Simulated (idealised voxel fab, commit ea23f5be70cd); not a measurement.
process module | voxel wiring stack
cross-section cut | 260 nm wide | cells 5 nm
A cross-section is a grid of square cells, given in bands from the top down. A band is one or more rows of cells.
Each band's line starts with the height of the band's top and of its bottom, in nm. Then come its materials from left to right, each with its width in nm. One material with "throughout" fills the band from edge to edge. "air" is empty space.
Height 0 is the level under which the wafer as received is all one material. The lowest band goes on downwards, as in "0 down".
A width such as "30 to 40" changes by the same amount from each row of cells to the next, from the band's top row to its bottom row.
"no change" after a step means that no cell of the cross-section changed.
closed voids: empty space of 8 cells or more with no open way to the top, each as width x height at its distance from the left edge, in nm
after a step's settings: what the simulator itself notes on the step
overlay nm, on a step with a mask: how far to the right of its planned place the mask lay; to the left if negative
plan
1 op RECEIVE | material Si
2 op CONFORMAL_DEP | material SiO2 | thk nm 15
3 op CONFORMAL_DEP | material SiN | thk nm 5
4 op DIRECTIONAL_DEP | material SiO2 | thk nm 20
5 op PATTERN | tone open | mask id METAL_1 | material resist | width nm 30 | pitch nm 60 | thk nm 20 | overlay nm 0
6 op DIRECTIONAL_ETCH | etch materials SiO2 | depth nm 20
7 op DIRECTIONAL_ETCH | etch materials SiN | depth nm 5
8 op STRIP | etch materials resist
9 op CONFORMAL_DEP | material TiN | thk nm 5
10 op FILL_DEP | material Cu | thk nm 5
11 op CMP | height nm 40
12 op CONFORMAL_DEP | material SiCN | thk nm 5
13 op DIRECTIONAL_DEP | material lowk | thk nm 30
14 op PATTERN | tone open | mask id METAL_2_HOLES | material resist | width nm 15 | pitch nm 120 | thk nm 20 | overlay nm 0
15 op DIRECTIONAL_ETCH | etch materials lowk | depth nm 30
16 op STRIP | etch materials resist
17 op DIRECTIONAL_DEP | material aC | thk nm 15
18 op PATTERN | tone open | mask id METAL_2 | material resist | width nm 30 | pitch nm 60 | thk nm 35 | overlay nm 0
19 op DIRECTIONAL_ETCH | etch materials aC | depth nm 15
20 op STRIP | etch materials resist
21 op DIRECTIONAL_ETCH | etch materials lowk | depth nm 15
22 op DIRECTIONAL_ETCH | etch materials SiCN | depth nm 5
23 op STRIP | etch materials aC
24 op CONFORMAL_DEP | material TiN | thk nm 5
25 op FILL_DEP | material Cu | thk nm 5
26 op CMP | height nm 75
27 op CONFORMAL_DEP | material SiCN | thk nm 5
28 op DIRECTIONAL_DEP | material SiO2 | thk nm 20
29 op PATTERN | tone open | mask id PLUG_2 | material resist | width nm 15 | pitch nm 60 | thk nm 15 | overlay nm 0
30 op DIRECTIONAL_ETCH | etch materials SiO2 | depth nm 20
31 op DIRECTIONAL_ETCH | etch materials SiCN | depth nm 5
32 op STRIP | etch materials resist
33 op CONFORMAL_DEP | material TiN | thk nm 5
34 op FILL_DEP | material Cu | thk nm 10
35 op CMP | height nm 100
36 op DIRECTIONAL_DEP | material TiN | thk nm 5
37 op DIRECTIONAL_DEP | material W | thk nm 25
38 op MASKED_ETCH | tone cover | mask id METAL_3 | width nm 30 | pitch nm 60 | etch materials W | depth nm 25 | overlay nm 0
39 op MASKED_ETCH | tone cover | mask id METAL_3 | width nm 30 | pitch nm 60 | etch materials TiN | depth nm 5 | overlay nm 0
40 op CONFORMAL_DEP | material SiCN | thk nm 5
41 op FILL_DEP | material SiO2 | thk nm 10
42 op CMP | height nm 130
43 op CONFORMAL_DEP | material SiCN | thk nm 5
44 op DIRECTIONAL_DEP | material lowk | thk nm 20
45 op MASKED_ETCH | tone open | mask id PLUG_3 | width nm 15 | pitch nm 120 | etch materials lowk | depth nm 20 | overlay nm 0
46 op MASKED_ETCH | tone open | mask id PLUG_3 | width nm 15 | pitch nm 120 | etch materials SiCN | depth nm 5 | overlay nm 0
47 op EPI | material Ru | thk nm 10
48 op EPI | material Ru | thk nm 10
49 op EPI | material Ru | thk nm 5
50 op CONFORMAL_DEP | material SiCN | thk nm 5
51 op DIRECTIONAL_DEP | material SiO2 | thk nm 25
52 op PATTERN | tone open | mask id METAL_4 | material resist | width nm 30 | pitch nm 60 | thk nm 20 | overlay nm 0
53 op DIRECTIONAL_ETCH | etch materials SiO2 | depth nm 25
54 op DIRECTIONAL_ETCH | etch materials SiCN | depth nm 5
55 op STRIP | etch materials resist
56 op CONFORMAL_DEP | material TiN | thk nm 5
57 op FILL_DEP | material W | thk nm 5
58 op CMP | height nm 185
59 op EPI | material Ru | thk nm 5
60 op FILL_DEP | material SiCN | thk nm 5
first wafer, as planned
as received, after step 1
  0 down: Si throughout
  closed voids: none
after step 2
  15 to 0: SiO2 throughout
  below 0: unchanged
after step 3
  20 to 15: SiN throughout
  below 15: unchanged
after step 4
  40 to 20: SiO2 throughout
  below 20: unchanged
after step 5
  60 to 40: resist 55 | air 30 | resist 30 | air 30 | resist 30 | air 30 | resist 55
  below 40: unchanged
after step 6
  60 to 40: resist 55 | air 30 | resist 30 | air 30 | resist 30 | air 30 | resist 55
  40 to 20: SiO2 55 | air 30 | SiO2 30 | air 30 | SiO2 30 | air 30 | SiO2 55
  below 20: unchanged
after step 7
  60 to 40: resist 55 | air 30 | resist 30 | air 30 | resist 30 | air 30 | resist 55
  40 to 20: SiO2 55 | air 30 | SiO2 30 | air 30 | SiO2 30 | air 30 | SiO2 55
  20 to 15: SiN 55 | air 30 | SiN 30 | air 30 | SiN 30 | air 30 | SiN 55
  below 15: unchanged
after step 8
  40 to 20: SiO2 55 | air 30 | SiO2 30 | air 30 | SiO2 30 | air 30 | SiO2 55
  below 20: unchanged
after step 9
  45 to 40: TiN 60 | air 20 | TiN 40 | air 20 | TiN 40 | air 20 | TiN 60
  40 to 20: SiO2 55 | TiN 5 | air 20 | TiN 5 | SiO2 30 | TiN 5 | air 20 | TiN 5 | SiO2 30 | TiN 5 | air 20 | TiN 5 | SiO2 55
  20 to 15: SiN 55 | TiN 30 | SiN 30 | TiN 30 | SiN 30 | TiN 30 | SiN 55
  below 15: unchanged
after step 10
  50 to 45: Cu throughout
  45 to 40: TiN 60 | Cu 20 | TiN 40 | Cu 20 | TiN 40 | Cu 20 | TiN 60
  40 to 20: SiO2 55 | TiN 5 | Cu 20 | TiN 5 | SiO2 30 | TiN 5 | Cu 20 | TiN 5 | SiO2 30 | TiN 5 | Cu 20 | TiN 5 | SiO2 55
  below 20: unchanged
after step 11
  40 to 20: SiO2 55 | TiN 5 | Cu 20 | TiN 5 | SiO2 30 | TiN 5 | Cu 20 | TiN 5 | SiO2 30 | TiN 5 | Cu 20 | TiN 5 | SiO2 55
  below 20: unchanged
after step 12
  45 to 40: SiCN throughout
  below 40: unchanged
after step 13
  75 to 45: lowk throughout
  below 45: unchanged
after step 14
  95 to 75: resist 55 | air 15 | resist 105 | air 15 | resist 70
  below 75: unchanged
after step 15
  95 to 75: resist 55 | air 15 | resist 105 | air 15 | resist 70
  75 to 45: lowk 55 | air 15 | lowk 105 | air 15 | lowk 70
  below 45: unchanged
after step 16
  75 to 45: lowk 55 | air 15 | lowk 105 | air 15 | lowk 70
  below 45: unchanged
after step 17
  90 to 75: aC 55 | air 15 | aC 105 | air 15 | aC 70
  75 to 60: lowk 55 | air 15 | lowk 105 | air 15 | lowk 70
  60 to 45: lowk 55 | aC 15 | lowk 105 | aC 15 | lowk 70
  below 45: unchanged
after step 18
  125 to 90: resist 55 | air 30 | resist 30 | air 30 | resist 30 | air 30 | resist 55
  below 90: unchanged
after step 19
  110 to 90: resist 55 | air 30 | resist 30 | air 30 | resist 30 | air 30 | resist 55
  90 to 75: aC 55 | air 30 | aC 30 | air 30 | aC 30 | air 30 | aC 55
  75 to 45: lowk 55 | air 15 | lowk 105 | air 15 | lowk 70
  below 45: unchanged
after step 20
  90 to 75: aC 55 | air 30 | aC 30 | air 30 | aC 30 | air 30 | aC 55
  below 75: unchanged
after step 21
  90 to 75: aC 55 | air 30 | aC 30 | air 30 | aC 30 | air 30 | aC 55
  75 to 60: lowk 55 | air 30 | lowk 30 | air 30 | lowk 30 | air 30 | lowk 55
  below 60: unchanged
after step 22
  90 to 75: aC 55 | air 30 | aC 30 | air 30 | aC 30 | air 30 | aC 55
  75 to 60: lowk 55 | air 30 | lowk 30 | air 30 | lowk 30 | air 30 | lowk 55
  60 to 45: lowk 55 | air 15 | lowk 105 | air 15 | lowk 70
  45 to 40: SiCN 55 | air 15 | SiCN 105 | air 15 | SiCN 70
  below 40: unchanged
after step 23
  75 to 60: lowk 55 | air 30 | lowk 30 | air 30 | lowk 30 | air 30 | lowk 55
  below 60: unchanged
after step 24
  80 to 75: TiN 60 | air 20 | TiN 40 | air 20 | TiN 40 | air 20 | TiN 60
  75 to 65: lowk 55 | TiN 5 | air 20 | TiN 5 | lowk 30 | TiN 5 | air 20 | TiN 5 | lowk 30 | TiN 5 | air 20 | TiN 5 | lowk 55
  65 to 60: lowk 55 | TiN 5 | air 5 | TiN 20 | lowk 30 | TiN 30 | lowk 30 | TiN 5 | air 5 | TiN 20 | lowk 55
  60 to 45: lowk 55 | TiN 5 | air 5 | TiN 5 | lowk 105 | TiN 5 | air 5 | TiN 5 | lowk 70
  45 to 40: SiCN 55 | TiN 15 | SiCN 105 | TiN 15 | SiCN 70
  below 40: unchanged
after step 25
  85 to 80: Cu throughout
  80 to 75: TiN 60 | Cu 20 | TiN 40 | Cu 20 | TiN 40 | Cu 20 | TiN 60
  75 to 65: lowk 55 | TiN 5 | Cu 20 | TiN 5 | lowk 30 | TiN 5 | Cu 20 | TiN 5 | lowk 30 | TiN 5 | Cu 20 | TiN 5 | lowk 55
  65 to 60: lowk 55 | TiN 5 | Cu 5 | TiN 20 | lowk 30 | TiN 30 | lowk 30 | TiN 5 | Cu 5 | TiN 20 | lowk 55
  60 to 45: lowk 55 | TiN 5 | Cu 5 | TiN 5 | lowk 105 | TiN 5 | Cu 5 | TiN 5 | lowk 70
  below 45: unchanged
after step 26
  75 to 65: lowk 55 | TiN 5 | Cu 20 | TiN 5 | lowk 30 | TiN 5 | Cu 20 | TiN 5 | lowk 30 | TiN 5 | Cu 20 | TiN 5 | lowk 55
  below 65: unchanged
after step 27
  80 to 75: SiCN throughout
  below 75: unchanged
after step 28
  100 to 80: SiO2 throughout
  below 80: unchanged
after step 29
  115 to 100: resist 55 | air 15 | resist 45 | air 15 | resist 45 | air 15 | resist 70
  below 100: unchanged
after step 30
  115 to 100: resist 55 | air 15 | resist 45 | air 15 | resist 45 | air 15 | resist 70
  100 to 80: SiO2 55 | air 15 | SiO2 45 | air 15 | SiO2 45 | air 15 | SiO2 70
  below 80: unchanged
after step 31
  115 to 100: resist 55 | air 15 | resist 45 | air 15 | resist 45 | air 15 | resist 70
  100 to 80: SiO2 55 | air 15 | SiO2 45 | air 15 | SiO2 45 | air 15 | SiO2 70
  80 to 75: SiCN 55 | air 15 | SiCN 45 | air 15 | SiCN 45 | air 15 | SiCN 70
  below 75: unchanged
after step 32
  100 to 80: SiO2 55 | air 15 | SiO2 45 | air 15 | SiO2 45 | air 15 | SiO2 70
  below 80: unchanged
after step 33
  105 to 100: TiN 60 | air 5 | TiN 55 | air 5 | TiN 55 | air 5 | TiN 75
  100 to 80: SiO2 55 | TiN 5 | air 5 | TiN 5 | SiO2 45 | TiN 5 | air 5 | TiN 5 | SiO2 45 | TiN 5 | air 5 | TiN 5 | SiO2 70
  80 to 75: SiCN 55 | TiN 15 | SiCN 45 | TiN 15 | SiCN 45 | TiN 15 | SiCN 70
  below 75: unchanged
after step 34
  115 to 105: Cu throughout
  105 to 100: TiN 60 | Cu 5 | TiN 55 | Cu 5 | TiN 55 | Cu 5 | TiN 75
  100 to 80: SiO2 55 | TiN 5 | Cu 5 | TiN 5 | SiO2 45 | TiN 5 | Cu 5 | TiN 5 | SiO2 45 | TiN 5 | Cu 5 | TiN 5 | SiO2 70
  below 80: unchanged
after step 35
  100 to 80: SiO2 55 | TiN 5 | Cu 5 | TiN 5 | SiO2 45 | TiN 5 | Cu 5 | TiN 5 | SiO2 45 | TiN 5 | Cu 5 | TiN 5 | SiO2 70
  below 80: unchanged
after step 36
  105 to 100: TiN throughout
  below 100: unchanged
after step 37
  130 to 105: W throughout
  below 105: unchanged
after step 38
  130 to 105: air 55 | W 30 | air 30 | W 30 | air 30 | W 30 | air 55
  below 105: unchanged
after step 39
  130 to 105: air 55 | W 30 | air 30 | W 30 | air 30 | W 30 | air 55
  105 to 100: air 55 | TiN 30 | air 30 | TiN 30 | air 30 | TiN 30 | air 55
  below 100: unchanged
after step 40
  135 to 130: air 50 | SiCN 40 | air 20 | SiCN 40 | air 20 | SiCN 40 | air 50
  130 to 105: air 50 | SiCN 5 | W 30 | SiCN 5 | air 20 | SiCN 5 | W 30 | SiCN 5 | air 20 | SiCN 5 | W 30 | SiCN 5 | air 50
  105 to 100: SiCN 55 | TiN 30 | SiCN 30 | TiN 30 | SiCN 30 | TiN 30 | SiCN 55
  below 100: unchanged
after step 41
  145 to 135: SiO2 throughout
  135 to 130: SiO2 50 | SiCN 40 | SiO2 20 | SiCN 40 | SiO2 20 | SiCN 40 | SiO2 50
  130 to 105: SiO2 50 | SiCN 5 | W 30 | SiCN 5 | SiO2 20 | SiCN 5 | W 30 | SiCN 5 | SiO2 20 | SiCN 5 | W 30 | SiCN 5 | SiO2 50
  below 105: unchanged
after step 42
  130 to 105: SiO2 50 | SiCN 5 | W 30 | SiCN 5 | SiO2 20 | SiCN 5 | W 30 | SiCN 5 | SiO2 20 | SiCN 5 | W 30 | SiCN 5 | SiO2 50
  below 105: unchanged
after step 43
  135 to 130: SiCN throughout
  below 130: unchanged
after step 44
  155 to 135: lowk throughout
  below 135: unchanged
after step 45
  155 to 135: lowk 55 | air 15 | lowk 105 | air 15 | lowk 70
  below 135: unchanged
after step 46
  155 to 135: lowk 55 | air 15 | lowk 105 | air 15 | lowk 70
  135 to 130: SiCN 55 | air 15 | SiCN 105 | air 15 | SiCN 70
  below 130: unchanged
after step 47
  155 to 140: lowk 55 | air 15 | lowk 105 | air 15 | lowk 70
  140 to 135: lowk 55 | Ru 15 | lowk 105 | Ru 15 | lowk 70
  135 to 130: SiCN 55 | Ru 15 | SiCN 105 | Ru 15 | SiCN 70
  below 130: unchanged
after step 48
  155 to 150: lowk 55 | air 15 | lowk 105 | air 15 | lowk 70
  150 to 135: lowk 55 | Ru 15 | lowk 105 | Ru 15 | lowk 70
  below 135: unchanged
after step 49
  155 to 135: lowk 55 | Ru 15 | lowk 105 | Ru 15 | lowk 70
  below 135: unchanged
after step 50
  160 to 155: SiCN throughout
  below 155: unchanged
after step 51
  185 to 160: SiO2 throughout
  below 160: unchanged
after step 52
  205 to 185: resist 55 | air 30 | resist 30 | air 30 | resist 30 | air 30 | resist 55
  below 185: unchanged
after step 53
  205 to 185: resist 55 | air 30 | resist 30 | air 30 | resist 30 | air 30 | resist 55
  185 to 160: SiO2 55 | air 30 | SiO2 30 | air 30 | SiO2 30 | air 30 | SiO2 55
  below 160: unchanged
after step 54
  205 to 185: resist 55 | air 30 | resist 30 | air 30 | resist 30 | air 30 | resist 55
  185 to 160: SiO2 55 | air 30 | SiO2 30 | air 30 | SiO2 30 | air 30 | SiO2 55
  160 to 155: SiCN 55 | air 30 | SiCN 30 | air 30 | SiCN 30 | air 30 | SiCN 55
  below 155: unchanged
after step 55
  185 to 160: SiO2 55 | air 30 | SiO2 30 | air 30 | SiO2 30 | air 30 | SiO2 55
  below 160: unchanged
after step 56
  190 to 185: TiN 60 | air 20 | TiN 40 | air 20 | TiN 40 | air 20 | TiN 60
  185 to 160: SiO2 55 | TiN 5 | air 20 | TiN 5 | SiO2 30 | TiN 5 | air 20 | TiN 5 | SiO2 30 | TiN 5 | air 20 | TiN 5 | SiO2 55
  160 to 155: SiCN 55 | TiN 30 | SiCN 30 | TiN 30 | SiCN 30 | TiN 30 | SiCN 55
  below 155: unchanged
after step 57
  195 to 190: W throughout
  190 to 185: TiN 60 | W 20 | TiN 40 | W 20 | TiN 40 | W 20 | TiN 60
  185 to 160: SiO2 55 | TiN 5 | W 20 | TiN 5 | SiO2 30 | TiN 5 | W 20 | TiN 5 | SiO2 30 | TiN 5 | W 20 | TiN 5 | SiO2 55
  below 160: unchanged
after step 58
  185 to 160: SiO2 55 | TiN 5 | W 20 | TiN 5 | SiO2 30 | TiN 5 | W 20 | TiN 5 | SiO2 30 | TiN 5 | W 20 | TiN 5 | SiO2 55
  below 160: unchanged
after step 59
  190 to 185: air 50 | Ru 40 | air 20 | Ru 40 | air 20 | Ru 40 | air 50
  below 185: unchanged
after step 60
  195 to 190: SiCN throughout
  190 to 185: SiCN 50 | Ru 40 | SiCN 20 | Ru 40 | SiCN 20 | Ru 40 | SiCN 50
  below 185: unchanged
second wafer: like start, like plan, one mistake. Through step 51 it matches the first wafer
when step 52 should have ended
  205 to 185: air 55 | resist 30 | air 30 | resist 30 | air 30 | resist 30 | air 55
  below 185: unchanged
when step 53 should have ended
  205 to 185: air 55 | resist 30 | air 30 | resist 30 | air 30 | resist 30 | air 55
  185 to 160: air 55 | SiO2 30 | air 30 | SiO2 30 | air 30 | SiO2 30 | air 55
  below 160: unchanged
when step 54 should have ended
  205 to 185: air 55 | resist 30 | air 30 | resist 30 | air 30 | resist 30 | air 55
  185 to 160: air 55 | SiO2 30 | air 30 | SiO2 30 | air 30 | SiO2 30 | air 55
  160 to 155: air 55 | SiCN 30 | air 30 | SiCN 30 | air 30 | SiCN 30 | air 55
  below 155: unchanged
when step 55 should have ended
  185 to 160: air 55 | SiO2 30 | air 30 | SiO2 30 | air 30 | SiO2 30 | air 55
  below 160: unchanged
when step 56 should have ended
  190 to 185: air 50 | TiN 40 | air 20 | TiN 40 | air 20 | TiN 40 | air 50
  185 to 160: air 50 | TiN 5 | SiO2 30 | TiN 5 | air 20 | TiN 5 | SiO2 30 | TiN 5 | air 20 | TiN 5 | SiO2 30 | TiN 5 | air 50
  160 to 155: TiN 55 | SiCN 30 | TiN 30 | SiCN 30 | TiN 30 | SiCN 30 | TiN 55
  below 155: unchanged
when step 57 should have ended
  195 to 190: W throughout
  190 to 185: W 50 | TiN 40 | W 20 | TiN 40 | W 20 | TiN 40 | W 50
  185 to 160: W 50 | TiN 5 | SiO2 30 | TiN 5 | W 20 | TiN 5 | SiO2 30 | TiN 5 | W 20 | TiN 5 | SiO2 30 | TiN 5 | W 50
  below 160: unchanged
when step 58 should have ended
  185 to 160: W 50 | TiN 5 | SiO2 30 | TiN 5 | W 20 | TiN 5 | SiO2 30 | TiN 5 | W 20 | TiN 5 | SiO2 30 | TiN 5 | W 50
  below 160: unchanged
when step 59 should have ended
  190 to 185: Ru 60 | air 20 | Ru 40 | air 20 | Ru 40 | air 20 | Ru 60
  below 185: unchanged
when step 60 should have ended
  195 to 190: SiCN throughout
  190 to 185: Ru 60 | SiCN 20 | Ru 40 | SiCN 20 | Ru 40 | SiCN 20 | Ru 60
  below 185: unchanged
what went wrong: step 52 ran as: op PATTERN | tone cover | mask id METAL_4 | material resist | width nm 30 | pitch nm 60 | thk nm 20 | overlay nm 0
at the end the second wafer has, in cells: 16 more of Ru | 32 fewer of SiCN | 80 fewer of SiO2 | 16 more of TiN | 80 more of W
